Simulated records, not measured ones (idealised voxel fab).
A process module follows: voxel plated lines.
Section shown: cut. Width: 210 nm. Cell size: 5 nm, square.
For the purposes of this document, a cross-section shall be understood as a grid of square cells, specified as bands listed in top-to-bottom order, each band consisting of one or more rows of cells. Quick guide to a band line: top height, bottom height (nm) up front; then every material left to right with its width in nm. Only one material and it's marked "all across"? Then it fills the band edge to edge. And "empty" just means empty space. All heights in this document are referenced to 0, defined as the level beneath which the wafer, as received, consists entirely of one material. The lowest band is not bounded below; it extends indefinitely downward and is written in the form "0 nm and below". The width entry "30..40" should be interpreted row by row: the top row of cells in the band takes the first number, the bottom row takes the second number, and the change between adjacent rows is uniform throughout. "no modification" for a step: no cell of the cross-section changed in that step. In "Enclosed void list" the enclosed voids are listed, meaning empty spaces of 8 cells or larger without any opening to the top. The form is width x height at distance, distance from the left edge, units nm. It should be noted that, on the line of a given step, the content following the step's settings is a remark produced by the simulator itself with respect to that step. "overlay nm" on a masked step: distance the mask lay right of its planned place, negative for left.

### Process steps foreseen in the plan
| 1 | RECEIVE: material Si |
| 2 | CONFORMAL_DEP: material SiN, thk nm 10 |
| 3 | DIRECTIONAL_DEP: material TiN, thk nm 5 |
| 4 | PATTERN: tone open, mask id LINES, material resist, width nm 20, pitch nm 45, thk nm 30, overlay nm 0 |
| 5 | EPI: material Ru, thk nm 10 |
| 6 | EPI: material Ru, thk nm 10 |
| 7 | STRIP: etch materials resist |
| 8 | DIRECTIONAL_ETCH: etch materials TiN, depth nm 5 |
| 9 | CONFORMAL_DEP: material SiCN, thk nm 5 |
Wafer-to-wafer difference: thk nm, step 9. Common start. Plan = first wafer's value.

### Cross-section of the first of several wafers on receipt, reflecting completion of step 1
  0 nm and below: Si all across
  Enclosed void list: none

### Tabulated below, wafer by wafer, are the end-of-module results: for each material, the number of cells gained (+) or lost (-) relative to the as-received state, followed by the closed voids
thk nm 5 | +64 Ru | +82 SiCN | +84 SiN | +16 TiN | Enclosed void list: none
thk nm 10 | +64 Ru | +164 SiCN | +84 SiN | +16 TiN | Enclosed void list: none
thk nm 15 | +64 Ru | +231 SiCN | +84 SiN | +16 TiN | Enclosed void list: none
thk nm 20 | +64 Ru | +283 SiCN | +84 SiN | +16 TiN | Enclosed void list: none
